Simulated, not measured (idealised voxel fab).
Module name: voxel capacitor over wiring (process module)
The cross-section on display is named cut; it measures 190 nm wide, and its cells are 5 nm squares.
Cross-section = grid of square cells, listed top down in bands; band = one or more rows. Read a band's entry like this: the first values are the height of its top and the height of its bottom in nm, and what follows is the sequence of materials from left to right, each with its width in nm. Note that "empty" is empty space, and that a single material marked "full width" reaches across the band from edge to edge. Zero point of the height axis is 0; under it, received wafer = one material. Lowest band: continues down indefinitely, "top 0, no bottom". A width such as "30 to 40" changes by the same amount from each row of cells to the next, from the band's top row to its bottom row. Reading "remained the same" for a step: not a cell of the cross-section changed in it. Closed-off voids of 8+ cells (no open route to the top) go in "Unvented cavities", written width x height at distance from the left edge, in nm. Read whatever lies past the settings on a step's line as the simulator's own remark about the step. overlay nm: on a step with a mask, how far right of its planned place the mask lay; negative means left.

[This section lists the process steps that were planned]
1: RECEIVE,material Si
2: CONFORMAL_DEP,material SiO2,thk nm 10
3: DIRECTIONAL_DEP,material TiN,thk nm 5
4: DIRECTIONAL_DEP,material W,thk nm 25
5: DIRECTIONAL_DEP,material aC,thk nm 10
6: PATTERN,tone cover,mask id METAL_1,material resist,width nm 20,pitch nm 75,thk nm 30,overlay nm 0
7: DIRECTIONAL_ETCH,etch materials aC,depth nm 10
8: STRIP,etch materials resist
9: DIRECTIONAL_ETCH,etch materials W,depth nm 25
10: DIRECTIONAL_ETCH,etch materials TiN,depth nm 5
11: STRIP,etch materials aC
12: FILL_DEP,material lowk,thk nm 10
13: CMP,height nm 40
14: CONFORMAL_DEP,material SiCN,thk nm 5
15: DIRECTIONAL_DEP,material lowk,thk nm 15
16: MASKED_ETCH,tone open,mask id PLUG_1,width nm 15,etch materials lowk,depth nm 15,overlay nm 0
17: MASKED_ETCH,tone open,mask id PLUG_1,width nm 15,etch materials SiCN,depth nm 5,overlay nm 0
18: CONFORMAL_DEP,material TiN,thk nm 5
19: FILL_DEP,material Cu,thk nm 5
20: CMP,height nm 60
21: DIRECTIONAL_DEP,material TiN,thk nm 10
22: DIRECTIONAL_DEP,material SiN,thk nm 5
23: DIRECTIONAL_DEP,material TiN,thk nm 10
24: PATTERN,tone cover,mask id UPPER_PLATE,material resist,width nm 60,thk nm 15,overlay nm 0
25: DIRECTIONAL_ETCH,etch materials TiN,depth nm 10
26: DIRECTIONAL_ETCH,etch materials SiN,depth nm 5
27: STRIP,etch materials resist
28: PATTERN,tone cover,mask id LOWER_PLATE,material resist,width nm 70,thk nm 15,overlay nm 0
29: DIRECTIONAL_ETCH,etch materials TiN,depth nm 10
30: STRIP,etch materials resist
31: FILL_DEP,material SiO2,thk nm 20
32: CMP,height nm 100
33: MASKED_ETCH,tone open,mask id PLUG_2,width nm 15,etch materials SiO2,depth nm 15,overlay nm 0
34: CONFORMAL_DEP,material TiN,thk nm 5
35: FILL_DEP,material Cu,thk nm 10
36: CMP,height nm 100
37: CONFORMAL_DEP,material SiCN,thk nm 5

[First wafer of two (run as planned)]

[Cross-section of the wafer as it came to us, i.e., already through step 1]
    top 0, no bottom = Si full width
    Unvented cavities: none

[Upon completion of step 2, the wafer appears in cross-section as shown]
    top 10, bottom 0 = SiO2 full width
    No changes below 0.

[Upon completion of step 3, the wafer appears in cross-section as shown]
    top 15, bottom 10 = TiN full width
    No changes below 10.

[Upon completion of step 4, the wafer appears in cross-section as shown]
    top 40, bottom 15 = W full width
    No changes below 15.

[Upon completion of step 5, the wafer appears in cross-section as shown]
    top 50, bottom 40 = aC full width
    No changes below 40.

[Upon completion of step 6, the wafer appears in cross-section as shown]
    top 80, bottom 50 = empty=45  resist=20  empty=55  resist=20  empty=50
    No changes below 50.

[Upon completion of step 7, the wafer appears in cross-section as shown]
    top 70, bottom 50 = empty=45  resist=20  empty=55  resist=20  empty=50
    top 50, bottom 40 = empty=45  aC=20  empty=55  aC=20  empty=50
    No changes below 40.

[Upon completion of step 8, the wafer appears in cross-section as shown]
    top 50, bottom 40 = empty=45  aC=20  empty=55  aC=20  empty=50
    No changes below 40.

[Upon completion of step 9, the wafer appears in cross-section as shown]
    top 50, bottom 40 = empty=45  aC=20  empty=55  aC=20  empty=50
    top 40, bottom 15 = empty=45  W=20  empty=55  W=20  empty=50
    No changes below 15.

[Upon completion of step 10, the wafer appears in cross-section as shown]
    top 50, bottom 40 = empty=45  aC=20  empty=55  aC=20  empty=50
    top 40, bottom 15 = empty=45  W=20  empty=55  W=20  empty=50
    top 15, bottom 10 = empty=45  TiN=20  empty=55  TiN=20  empty=50
    No changes below 10.

[Upon completion of step 11, the wafer appears in cross-section as shown]
    top 40, bottom 15 = empty=45  W=20  empty=55  W=20  empty=50
    No changes below 15.

[Upon completion of step 12, the wafer appears in cross-section as shown]
    top 50, bottom 40 = lowk full width
    top 40, bottom 15 = lowk=45  W=20  lowk=55  W=20  lowk=50
    top 15, bottom 10 = lowk=45  TiN=20  lowk=55  TiN=20  lowk=50
    No changes below 10.

[Upon completion of step 13, the wafer appears in cross-section as shown]
    top 40, bottom 15 = lowk=45  W=20  lowk=55  W=20  lowk=50
    No changes below 15.

[Upon completion of step 14, the wafer appears in cross-section as shown]
    top 45, bottom 40 = SiCN full width
    No changes below 40.

[Upon completion of step 15, the wafer appears in cross-section as shown]
    top 60, bottom 45 = lowk full width
    No changes below 45.

[Upon completion of step 16, the wafer appears in cross-section as shown]
    top 60, bottom 45 = lowk=50  empty=15  lowk=125
    No changes below 45.

[Upon completion of step 17, the wafer appears in cross-section as shown]
    top 60, bottom 45 = lowk=50  empty=15  lowk=125
    top 45, bottom 40 = SiCN=50  empty=15  SiCN=125
    No changes below 40.

[Upon completion of step 18, the wafer appears in cross-section as shown]
    top 65, bottom 60 = TiN=55  empty=5  TiN=130
    top 60, bottom 45 = lowk=50  TiN=5  empty=5  TiN=5  lowk=125
    top 45, bottom 40 = SiCN=50  TiN=15  SiCN=125
    No changes below 40.

[Upon completion of step 19, the wafer appears in cross-section as shown]
    top 70, bottom 65 = Cu full width
    top 65, bottom 60 = TiN=55  Cu=5  TiN=130
    top 60, bottom 45 = lowk=50  TiN=5  Cu=5  TiN=5  lowk=125
    No changes below 45.

[Upon completion of step 20, the wafer appears in cross-section as shown]
    top 60, bottom 45 = lowk=50  TiN=5  Cu=5  TiN=5  lowk=125
    No changes below 45.

[Upon completion of step 21, the wafer appears in cross-section as shown]
    top 70, bottom 60 = TiN full width
    No changes below 60.

[Upon completion of step 22, the wafer appears in cross-section as shown]
    top 75, bottom 70 = SiN full width
    No changes below 70.

[Upon completion of step 23, the wafer appears in cross-section as shown]
    top 85, bottom 75 = TiN full width
    No changes below 75.

[Upon completion of step 24, the wafer appears in cross-section as shown]
    top 100, bottom 85 = empty=50  resist=60  empty=80
    No changes below 85.

[Upon completion of step 25, the wafer appears in cross-section as shown]
    top 100, bottom 85 = empty=50  resist=60  empty=80
    top 85, bottom 75 = empty=50  TiN=60  empty=80
    No changes below 75.

[Upon completion of step 26, the wafer appears in cross-section as shown]
    top 100, bottom 85 = empty=50  resist=60  empty=80
    top 85, bottom 75 = empty=50  TiN=60  empty=80
    top 75, bottom 70 = empty=50  SiN=60  empty=80
    No changes below 70.

[Upon completion of step 27, the wafer appears in cross-section as shown]
    top 85, bottom 75 = empty=50  TiN=60  empty=80
    No changes below 75.

[Upon completion of step 28, the wafer appears in cross-section as shown]
    top 100, bottom 85 = empty=45  resist=70  empty=75
    top 85, bottom 75 = empty=45  resist=5  TiN=60  resist=5  empty=75
    top 75, bottom 70 = empty=45  resist=5  SiN=60  resist=5  empty=75
    No changes below 70.

[Upon completion of step 29, the wafer appears in cross-section as shown]
    top 100, bottom 85 = empty=45  resist=70  empty=75
    top 85, bottom 75 = empty=45  resist=5  TiN=60  resist=5  empty=75
    top 75, bottom 70 = empty=45  resist=5  SiN=60  resist=5  empty=75
    top 70, bottom 60 = empty=45  TiN=70  empty=75
    No changes below 60.

[Upon completion of step 30, the wafer appears in cross-section as shown]
    top 85, bottom 75 = empty=50  TiN=60  empty=80
    top 75, bottom 70 = empty=50  SiN=60  empty=80
    No changes below 70.

[Upon completion of step 31, the wafer appears in cross-section as shown]
    top 105, bottom 85 = SiO2 full width
    top 85, bottom 75 = SiO2=50  TiN=60  SiO2=80
    top 75, bottom 70 = SiO2=50  SiN=60  SiO2=80
    top 70, bottom 60 = SiO2=45  TiN=70  SiO2=75
    No changes below 60.

[Upon completion of step 32, the wafer appears in cross-section as shown]
    top 100, bottom 85 = SiO2 full width
    No changes below 85.

[Upon completion of step 33, the wafer appears in cross-section as shown]
    top 100, bottom 85 = SiO2=60  empty=15  SiO2=115
    No changes below 85.

[Upon completion of step 34, the wafer appears in cross-section as shown]
    top 105, bottom 100 = TiN=65  empty=5  TiN=120
    top 100, bottom 90 = SiO2=60  TiN=5  empty=5  TiN=5  SiO2=115
    top 90, bottom 85 = SiO2=60  TiN=15  SiO2=115
    No changes below 85.

[Upon completion of step 35, the wafer appears in cross-section as shown]
    top 115, bottom 105 = Cu full width
    top 105, bottom 100 = TiN=65  Cu=5  TiN=120
    top 100, bottom 90 = SiO2=60  TiN=5  Cu=5  TiN=5  SiO2=115
    No changes below 90.

[Upon completion of step 36, the wafer appears in cross-section as shown]
    top 100, bottom 90 = SiO2=60  TiN=5  Cu=5  TiN=5  SiO2=115
    No changes below 90.

[Upon completion of step 37, the wafer appears in cross-section as shown]
    top 105, bottom 100 = SiCN full width
    No changes below 100.

[Second wafer - shared start and plan with the first - one error in running - same as the first up to step 5 inclusive]

[when step 6 should have ended]
    top 80, bottom 50 = resist=45  empty=20  resist=55  empty=20  resist=50
    No changes below 50.

[when step 7 should have ended]
    top 70, bottom 50 = resist=45  empty=20  resist=55  empty=20  resist=50
    top 50, bottom 40 = aC=45  empty=20  aC=55  empty=20  aC=50
    No changes below 40.

[when step 8 should have ended]
    top 50, bottom 40 = aC=45  empty=20  aC=55  empty=20  aC=50
    No changes below 40.

[when step 9 should have ended]
    top 50, bottom 40 = aC=45  empty=20  aC=55  empty=20  aC=50
    top 40, bottom 15 = W=45  empty=20  W=55  empty=20  W=50
    No changes below 15.

[when step 10 should have ended]
    top 50, bottom 40 = aC=45  empty=20  aC=55  empty=20  aC=50
    top 40, bottom 15 = W=45  empty=20  W=55  empty=20  W=50
    top 15, bottom 10 = TiN=45  empty=20  TiN=55  empty=20  TiN=50
    No changes below 10.

[when step 11 should have ended]
    top 40, bottom 15 = W=45  empty=20  W=55  empty=20  W=50
    No changes below 15.

[when step 12 should have ended]
    top 50, bottom 40 = lowk full width
    top 40, bottom 15 = W=45  lowk=20  W=55  lowk=20  W=50
    top 15, bottom 10 = TiN=45  lowk=20  TiN=55  lowk=20  TiN=50
    No changes below 10.

[when step 13 should have ended]
    top 40, bottom 15 = W=45  lowk=20  W=55  lowk=20  W=50
    No changes below 15.

[when step 14 should have ended]
    top 45, bottom 40 = SiCN full width
    No changes below 40.

[when step 15 should have ended]
    top 60, bottom 45 = lowk full width
    No changes below 45.

[when step 16 should have ended]
    top 60, bottom 45 = lowk=50  empty=15  lowk=125
    No changes below 45.

[when step 17 should have ended]
    top 60, bottom 45 = lowk=50  empty=15  lowk=125
    top 45, bottom 40 = SiCN=50  empty=15  SiCN=125
    No changes below 40.

[when step 18 should have ended]
    top 65, bottom 60 = TiN=55  empty=5  TiN=130
    top 60, bottom 45 = lowk=50  TiN=5  empty=5  TiN=5  lowk=125
    top 45, bottom 40 = SiCN=50  TiN=15  SiCN=125
    No changes below 40.

[when step 19 should have ended]
    top 70, bottom 65 = Cu full width
    top 65, bottom 60 = TiN=55  Cu=5  TiN=130
    top 60, bottom 45 = lowk=50  TiN=5  Cu=5  TiN=5  lowk=125
    No changes below 45.

[when step 20 should have ended]
    top 60, bottom 45 = lowk=50  TiN=5  Cu=5  TiN=5  lowk=125
    No changes below 45.

[when step 21 should have ended]
    top 70, bottom 60 = TiN full width
    No changes below 60.

[when step 22 should have ended]
    top 75, bottom 70 = SiN full width
    No changes below 70.

[when step 23 should have ended]
    top 85, bottom 75 = TiN full width
    No changes below 75.

[when step 24 should have ended]
    top 100, bottom 85 = empty=50  resist=60  empty=80
    No changes below 85.

[when step 25 should have ended]
    top 100, bottom 85 = empty=50  resist=60  empty=80
    top 85, bottom 75 = empty=50  TiN=60  empty=80
    No changes below 75.

[when step 26 should have ended]
    top 100, bottom 85 = empty=50  resist=60  empty=80
    top 85, bottom 75 = empty=50  TiN=60  empty=80
    top 75, bottom 70 = empty=50  SiN=60  empty=80
    No changes below 70.

[when step 27 should have ended]
    top 85, bottom 75 = empty=50  TiN=60  empty=80
    No changes below 75.

[when step 28 should have ended]
    top 100, bottom 85 = empty=45  resist=70  empty=75
    top 85, bottom 75 = empty=45  resist=5  TiN=60  resist=5  empty=75
    top 75, bottom 70 = empty=45  resist=5  SiN=60  resist=5  empty=75
    No changes below 70.

[when step 29 should have ended]
    top 100, bottom 85 = empty=45  resist=70  empty=75
    top 85, bottom 75 = empty=45  resist=5  TiN=60  resist=5  empty=75
    top 75, bottom 70 = empty=45  resist=5  SiN=60  resist=5  empty=75
    top 70, bottom 60 = empty=45  TiN=70  empty=75
    No changes below 60.

[when step 30 should have ended]
    top 85, bottom 75 = empty=50  TiN=60  empty=80
    top 75, bottom 70 = empty=50  SiN=60  empty=80
    No changes below 70.

[when step 31 should have ended]
    top 105, bottom 85 = SiO2 full width
    top 85, bottom 75 = SiO2=50  TiN=60  SiO2=80
    top 75, bottom 70 = SiO2=50  SiN=60  SiO2=80
    top 70, bottom 60 = SiO2=45  TiN=70  SiO2=75
    No changes below 60.

[when step 32 should have ended]
    top 100, bottom 85 = SiO2 full width
    No changes below 85.

[when step 33 should have ended]
    top 100, bottom 85 = SiO2=60  empty=15  SiO2=115
    No changes below 85.

[when step 34 should have ended]
    top 105, bottom 100 = TiN=65  empty=5  TiN=120
    top 100, bottom 90 = SiO2=60  TiN=5  empty=5  TiN=5  SiO2=115
    top 90, bottom 85 = SiO2=60  TiN=15  SiO2=115
    No changes below 85.

[when step 35 should have ended]
    top 115, bottom 105 = Cu full width
    top 105, bottom 100 = TiN=65  Cu=5  TiN=120
    top 100, bottom 90 = SiO2=60  TiN=5  Cu=5  TiN=5  SiO2=115
    No changes below 90.

[when step 36 should have ended]
    top 100, bottom 90 = SiO2=60  TiN=5  Cu=5  TiN=5  SiO2=115
    No changes below 90.

[when step 37 should have ended]
    top 105, bottom 100 = SiCN full width
    No changes below 100.
What went wrong in running the wafer? step 6 did not happen as planned, as run it was PATTERN,tone open,mask id METAL_1,material resist,width nm 20,pitch nm 75,thk nm 30,overlay nm 0
The final cell counts differ between the wafers, with the second having more or fewer of some materials than the first: TiN: 22 more; W: 110 more; lowk: 132 fewer
